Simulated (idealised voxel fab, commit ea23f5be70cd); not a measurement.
Process module heading - voxel wiring stack
This is section cut - it's 155 nm across, gridded in 5 nm square cells.
Think of the cross-section as a grid of square cells. We describe it in bands, top to bottom, and each band covers one or more rows of those cells.
Band entry format. Leading values: height of top, height of bottom, nm. Remainder: materials in left-to-right order, each with its width in nm. Special words: "full width" on a single material, which then fills the band edge to edge; "air", empty space.
Zero point of the height axis is 0; under it, received wafer = one material. Lowest band: continues down indefinitely, "from 0 down".
A two-number width, for instance "30->40", indicates that the width is equal to the first number in the top row of the band and to the second number in the bottom row, and that it changes by a constant amount per row of cells.
Basically "everything unchanged" means that step didn't change any cell in the cross-section.
For the entry "Fully enclosed voids", the listed items are empty spaces with no open way to the top whose size is 8 cells or more; each item follows the pattern width x height at distance, where distance is from the left edge and all three are in nm.
Read whatever lies past the settings on a step's line as the simulator's own remark about the step.
overlay nm: for a step with a mask, the amount by which the mask lay right of where it was planned; a negative amount means left of it.
**Intended process steps**
- 1: RECEIVE with material Si
- 2: CONFORMAL_DEP with material SiO2, thk nm 10
- 3: DIRECTIONAL_DEP with material TiN, thk nm 5
- 4: DIRECTIONAL_DEP with material Ru, thk nm 25
- 5: PATTERN with tone cover, mask id METAL_1, material resist, width nm 30, pitch nm 45, thk nm 20, overlay nm 0
- 6: DIRECTIONAL_ETCH with etch materials Ru, depth nm 25
- 7: DIRECTIONAL_ETCH with etch materials TiN, depth nm 5
- 8: STRIP with etch materials resist
- 9: CONFORMAL_DEP with material SiN, thk nm 5
- 10: FILL_DEP with material SiO2, thk nm 5
- 11: CMP with height nm 40
- 12: CONFORMAL_DEP with material SiCN, thk nm 5
- 13: DIRECTIONAL_DEP with material SiO2, thk nm 30
- 14: DIRECTIONAL_DEP with material aC, thk nm 10
- 15: PATTERN with tone open, mask id METAL_2_HOLES, material resist, width nm 15, pitch nm 45, thk nm 25, overlay nm 0
- 16: DIRECTIONAL_ETCH with etch materials aC, depth nm 10
- 17: STRIP with etch materials resist
- 18: DIRECTIONAL_ETCH with etch materials SiO2, depth nm 30
- 19: STRIP with etch materials aC
- 20: DIRECTIONAL_DEP with material aC, thk nm 15
- 21: PATTERN with tone open, mask id METAL_2, material resist, width nm 30, pitch nm 45, thk nm 35, overlay nm 0
- 22: DIRECTIONAL_ETCH with etch materials aC, depth nm 15
- 23: STRIP with etch materials resist
- 24: DIRECTIONAL_ETCH with etch materials SiO2, depth nm 15
- 25: DIRECTIONAL_ETCH with etch materials SiCN, depth nm 5
- 26: STRIP with etch materials aC
- 27: CONFORMAL_DEP with material TiN, thk nm 5
- 28: FILL_DEP with material Cu, thk nm 5
- 29: CMP with height nm 75
- 30: CONFORMAL_DEP with material SiCN, thk nm 5
- 31: DIRECTIONAL_DEP with material lowk, thk nm 10
- 32: DIRECTIONAL_DEP with material aC, thk nm 15
- 33: PATTERN with tone open, mask id PLUG_2, material resist, width nm 15, pitch nm 45, thk nm 30, overlay nm 0
- 34: DIRECTIONAL_ETCH with etch materials aC, depth nm 15
- 35: STRIP with etch materials resist
- 36: DIRECTIONAL_ETCH with etch materials lowk, depth nm 10
- 37: DIRECTIONAL_ETCH with etch materials SiCN, depth nm 5
- 38: STRIP with etch materials aC
- 39: CONFORMAL_DEP with material TiN, thk nm 5
- 40: FILL_DEP with material Cu, thk nm 5
- 41: CMP with height nm 90
- 42: DIRECTIONAL_DEP with material TiN, thk nm 5
- 43: DIRECTIONAL_DEP with material W, thk nm 20
- 44: DIRECTIONAL_DEP with material aC, thk nm 15
- 45: PATTERN with tone cover, mask id METAL_3, material resist, width nm 30, pitch nm 45, thk nm 30, overlay nm 0
- 46: DIRECTIONAL_ETCH with etch materials aC, depth nm 15
- 47: STRIP with etch materials resist
- 48: DIRECTIONAL_ETCH with etch materials W, depth nm 20
- 49: DIRECTIONAL_ETCH with etch materials TiN, depth nm 5
- 50: STRIP with etch materials aC
- 51: CONFORMAL_DEP with material SiN, thk nm 5
- 52: FILL_DEP with material lowk, thk nm 5
- 53: CMP with height nm 115
- 54: CONFORMAL_DEP with material SiN, thk nm 5
**As received (post step 1): cross-section**
- from 0 down  Si full width
- Fully enclosed voids: none
**As-planned run: cross-section of the first of two wafers at end of module**
- from 120 to 115  SiN full width
- from 115 to 95  lowk 10 | SiN 5 | W 30 | SiN 5 | lowk 5 | SiN 5 | W 30 | SiN 5 | lowk 5 | SiN 5 | W 30 | SiN 5 | lowk 15
- from 95 to 90  SiN 15 | TiN 30 | SiN 15 | TiN 30 | SiN 15 | TiN 30 | SiN 20
- from 90 to 80  lowk 15 | TiN 5 | Cu 5 | TiN 5 | lowk 30 | TiN 5 | Cu 5 | TiN 5 | lowk 30 | TiN 5 | Cu 5 | TiN 5 | lowk 35
- from 80 to 75  SiCN 15 | TiN 15 | SiCN 30 | TiN 15 | SiCN 30 | TiN 15 | SiCN 35
- from 75 to 65  SiO2 15 | TiN 5 | Cu 20 | TiN 5 | SiO2 15 | TiN 5 | Cu 20 | TiN 5 | SiO2 15 | TiN 5 | Cu 20 | TiN 5 | SiO2 20
- from 65 to 60  SiO2 15 | TiN 5 | Cu 5 | TiN 20 | SiO2 15 | TiN 5 | Cu 5 | TiN 20 | SiO2 15 | TiN 5 | Cu 5 | TiN 20 | SiO2 20
- from 60 to 45  SiO2 15 | TiN 5 | Cu 5 | TiN 5 | SiO2 30 | TiN 5 | Cu 5 | TiN 5 | SiO2 30 | TiN 5 | Cu 5 | TiN 5 | SiO2 35
- from 45 to 40  SiCN 15 | TiN 15 | SiCN 30 | TiN 15 | SiCN 30 | TiN 15 | SiCN 35
- from 40 to 15  SiO2 10 | SiN 5 | Ru 30 | SiN 5 | SiO2 5 | SiN 5 | Ru 30 | SiN 5 | SiO2 5 | SiN 5 | Ru 30 | SiN 5 | SiO2 15
- from 15 to 10  SiN 15 | TiN 30 | SiN 15 | TiN 30 | SiN 15 | TiN 30 | SiN 20
- from 10 to 0  SiO2 full width
- from 0 down  Si full width
- Fully enclosed voids: none
**This is the second of the two wafers, cross-sectioned at the end of the module; it started exactly like the first and was given the same plan, but it was run with one mistake**
- from 120 to 115  SiN full width
- from 115 to 110  lowk full width
- from 110 to 105  lowk 10 | SiN 40 | lowk 5 | SiN 40 | lowk 5 | SiN 40 | lowk 15
- from 105 to 85  lowk 10 | SiN 5 | W 30 | SiN 5 | lowk 5 | SiN 5 | W 30 | SiN 5 | lowk 5 | SiN 5 | W 30 | SiN 5 | lowk 15
- from 85 to 80  SiN 15 | TiN 30 | SiN 15 | TiN 30 | SiN 15 | TiN 30 | SiN 20
- from 80 to 75  SiCN 15 | TiN 15 | SiCN 30 | TiN 15 | SiCN 30 | TiN 15 | SiCN 35
- from 75 to 65  SiO2 15 | TiN 5 | Cu 20 | TiN 5 | SiO2 15 | TiN 5 | Cu 20 | TiN 5 | SiO2 15 | TiN 5 | Cu 20 | TiN 5 | SiO2 20
- from 65 to 60  SiO2 15 | TiN 5 | Cu 5 | TiN 20 | SiO2 15 | TiN 5 | Cu 5 | TiN 20 | SiO2 15 | TiN 5 | Cu 5 | TiN 20 | SiO2 20
- from 60 to 45  SiO2 15 | TiN 5 | Cu 5 | TiN 5 | SiO2 30 | TiN 5 | Cu 5 | TiN 5 | SiO2 30 | TiN 5 | Cu 5 | TiN 5 | SiO2 35
- from 45 to 40  SiCN 15 | TiN 15 | SiCN 30 | TiN 15 | SiCN 30 | TiN 15 | SiCN 35
- from 40 to 15  SiO2 10 | SiN 5 | Ru 30 | SiN 5 | SiO2 5 | SiN 5 | Ru 30 | SiN 5 | SiO2 5 | SiN 5 | Ru 30 | SiN 5 | SiO2 15
- from 15 to 10  SiN 15 | TiN 30 | SiN 15 | TiN 30 | SiN 15 | TiN 30 | SiN 20
- from 10 to 0  SiO2 full width
- from 0 down  Si full width
- Fully enclosed voids: none
Error vs. plan: so step 41 ended up running with a different setting than we planned, it ran as CMP with height nm 80
Count the cells at the end and the second wafer has more or fewer of some materials than the first: -6 Cu; +24 SiN; -12 TiN; -6 lowk
